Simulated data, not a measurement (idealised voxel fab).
Process module in this document: voxel air gaps
cross-section cut | 280 nm wide | cells 5 nm
How to read a cross-section here: the picture is a grid of square cells, written as bands going from the top down, and any band can span one or more rows of cells. Top, bottom (nm), then materials left to right with widths (nm); lone material tagged "edge to edge" fills the whole band edge to edge; "air" = empty space. Heights are expressed relative to 0, this being the level below which the as-received wafer comprises one material exclusively. The lowest band is unbounded in the downward direction and is denoted as in "0 down". A two-number width, for instance "30->40", indicates that the width is equal to the first number in the top row of the band and to the second number in the bottom row, and that it changes by a constant amount per row of cells. Where the words "all unchanged" appear for a step, the cross-section shows no cell changed by that step; every cell remained as before. "Cavities, sealed": sealed empty spaces, 8 cells or more, no open way to top, listed width x height at distance, with distance from the left edge and width, height and distance in nm. Post-settings text on a step line: simulator's own remark regarding the step. "overlay nm", when on a step's line for a step with a mask, measures how far to the right of its planned place the mask lay; a negative measure means to the left.
Steps in the process plan
1,RECEIVE: material Si
2,CONFORMAL_DEP: material SiO2, thk nm 10
3,CONFORMAL_DEP: material SiCN, thk nm 5
4,DIRECTIONAL_DEP: material lowk, thk nm 20
5,PATTERN: tone open, mask id LINES, material resist, width nm 20, pitch nm 45, thk nm 15, overlay nm 0
6,DIRECTIONAL_ETCH: etch materials lowk, depth nm 30
7,STRIP: etch materials resist
8,CONFORMAL_DEP: material TiN, thk nm 5
9,FILL_DEP: material Cu, thk nm 5
10,CMP: height nm 45
11,EPI: material Ru, thk nm 10
12,SELECTIVE_ETCH: etch materials lowk, depth nm 40
13,CONFORMAL_DEP: material SiCN, thk nm 5
Quick note for whoever runs this: the wafers start identical, but the thk nm at step 4 isn't the same across them. The plan just shows what the first wafer had.
First of several wafers (as received, post step 1), cross-sectional view
> 0 down: Si edge to edge
> Cavities, sealed: none
Post step 13, the closing step of the module: first of several wafers, cross-sectioned
> 60 to 55: SiCN edge to edge
> 55 to 45: Ru edge to edge
> 45 to 40: Cu edge to edge
> 40 to 35: 65 of TiN; 10 of Cu; 35 of TiN; 10 of Cu; 35 of TiN; 10 of Cu; 35 of TiN; 10 of Cu; 70 of TiN
> 35 to 20: 60 of lowk; 5 of TiN; 10 of Cu; 5 of TiN; 25 of lowk; 5 of TiN; 10 of Cu; 5 of TiN; 25 of lowk; 5 of TiN; 10 of Cu; 5 of TiN; 25 of lowk; 5 of TiN; 10 of Cu; 5 of TiN; 65 of lowk
> 20 to 15: 60 of lowk; 20 of TiN; 25 of lowk; 20 of TiN; 25 of lowk; 20 of TiN; 25 of lowk; 20 of TiN; 65 of lowk
> 15 to 10: SiCN edge to edge
> 10 to 0: SiO2 edge to edge
> 0 down: Si edge to edge
> Cavities, sealed: none
Cross-sectional view of the final wafer of several at the module's end
> 60 to 55: 45 of air; 185 of SiCN; 50 of air
> 55 to 45: 45 of air; 5 of SiCN; 40 of Ru; 5 of SiCN; 40 of Ru; 5 of SiCN; 40 of Ru; 5 of SiCN; 40 of Ru; 5 of SiCN; 50 of air
> 45 to 40: 45 of air; 15 of SiCN; 5 of TiN; 10 of Cu; 5 of TiN; 25 of SiCN; 5 of TiN; 10 of Cu; 5 of TiN; 25 of SiCN; 5 of TiN; 10 of Cu; 5 of TiN; 25 of SiCN; 5 of TiN; 10 of Cu; 5 of TiN; 15 of SiCN; 50 of air
> 40 to 20: 55 of air; 5 of SiCN; 5 of TiN; 10 of Cu; 5 of TiN; 5 of SiCN; 15 of air; 5 of SiCN; 5 of TiN; 10 of Cu; 5 of TiN; 5 of SiCN; 15 of air; 5 of SiCN; 5 of TiN; 10 of Cu; 5 of TiN; 5 of SiCN; 15 of air; 5 of SiCN; 5 of TiN; 10 of Cu; 5 of TiN; 5 of SiCN; 60 of air
> 20 to 15: 60 of SiCN; 20 of TiN; 25 of SiCN; 20 of TiN; 25 of SiCN; 20 of TiN; 25 of SiCN; 20 of TiN; 65 of SiCN
> 15 to 10: SiCN edge to edge
> 10 to 0: SiO2 edge to edge
> 0 down: Si edge to edge
> Cavities, sealed: 15 x 20 at 85; 15 x 20 at 130; 15 x 20 at 175
Note: the following table is arranged by wafer, a row apiece. Each row reports the end-of-module state: per material, cells gained (+) or cells lost (-) compared with the wafer as received; closed voids follow
thk nm 20; +88 Cu; +112 Ru; +112 SiCN; +112 SiO2; +88 TiN; +160 lowk; Cavities, sealed: none
thk nm 25; +40 Cu; +112 Ru; +112 SiCN; +112 SiO2; +96 TiN; +200 lowk; Cavities, sealed: none
thk nm 30; +40 Cu; +64 Ru; +196 SiCN; +112 SiO2; +56 TiN; Cavities, sealed: 15 x 20 at 85; 15 x 20 at 130; 15 x 20 at 175
